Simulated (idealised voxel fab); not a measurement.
This is a process module. Its name is voxel gate over fins.
Cross-section cut: width 300 nm, square cells of 5 nm.
Cross-section = grid of square cells, listed top down in bands; band = one or more rows. Top, bottom (nm), then materials left to right with widths (nm); lone material tagged "all across" fills the whole band edge to edge; "blank" = empty space. Heights are measured from 0, the level below which the as-received wafer is all one material; the lowest band has no bottom and continues downward, written as in "top 0, no bottom". Quick explanation for "30 to 40": the width changes in equal steps down the rows of cells, from the first number in the band's top row to the second number in its bottom row. Basically "remained the same" means that step didn't change any cell in the cross-section. "Closed void roster" means: voids of 8 cells or more that are shut off from the top with no open way through. Written width x height at distance, distance from the left edge, in nm. The remark found on a step's line after its settings is issued by the simulator itself and pertains to that step. overlay nm: mask right of planned place by this much (step with mask). Neg. = left.
HERE'S WHAT THE PLANNED PROCESS STEPS LOOK LIKE
- 1: RECEIVE: material Si
- 2: CONFORMAL_DEP: material SiN, thk nm 10
- 3: PATTERN: tone cover, mask id FINS, material resist, width nm 15, pitch nm 40, thk nm 15, overlay nm 0
- 4: DIRECTIONAL_ETCH: etch materials SiN, depth nm 10
- 5: DIRECTIONAL_ETCH: etch materials Si, depth nm 30
- 6: STRIP: etch materials resist
- 7: OXIDIZE: depth nm 5
- 8: FILL_DEP: material SiO2, thk nm 15
- 9: CMP: height nm 10
- 10: SELECTIVE_ETCH: etch materials SiO2, depth nm 20
- 11: STRIP: etch materials SiN
- 12: CONFORMAL_DEP: material HfO2, thk nm 5
- 13: CONFORMAL_DEP: material TiN, thk nm 5
- 14: CONFORMAL_DEP: material TiAl, thk nm 5
- 15: CONFORMAL_DEP: material TiN, thk nm 5
- 16: FILL_DEP: material W, thk nm 10
- 17: CMP: height nm 25
- 18: CONFORMAL_DEP: material SiN, thk nm 10
CROSS-SECTION OF THE INCOMING WAFER, STATE AFTER STEP 1
> top 0, no bottom  Si all across
> Closed void roster: none
LOOK AT THE CROSS-SECTION AFTER THE MODULE: THE WAFER STARTED OUT THE WAY SHOWN ABOVE AND THE PLAN WAS THE ONE SHOWN ABOVE, YET ONE MISTAKE WAS MADE ALONG THE WAY
> top 35, bottom 25  SiN all across
> top 25, bottom 20  W all across
> top 20, bottom 15  TiN all across
> top 15, bottom 10  TiAl all across
> top 10, bottom 5  125 nm TiN, 5 nm TiAl, 35 nm TiN, 5 nm TiAl, 130 nm TiN
> top 5, bottom 0  120 nm HfO2, 5 nm TiN, 5 nm TiAl, 5 nm TiN, 25 nm HfO2, 5 nm TiN, 5 nm TiAl, 5 nm TiN, 125 nm HfO2
> top 0, bottom -5  115 nm Si, 5 nm HfO2, 15 nm TiN, 5 nm HfO2, 15 nm Si, 5 nm HfO2, 15 nm TiN, 5 nm HfO2, 120 nm Si
> top -5, bottom -10  115 nm Si, 25 nm HfO2, 15 nm Si, 25 nm HfO2, 120 nm Si
> top -10, bottom -35  115 nm Si, 25 nm SiO2, 15 nm Si, 25 nm SiO2, 120 nm Si
> top -35, no bottom  Si all across
> Closed void roster: none
So what did we get wrong on this run? heads up, step 3 didn't go per plan, it actually ran as PATTERN: tone open, mask id FINS, material resist, width nm 15, pitch nm 40, thk nm 15, overlay nm 0
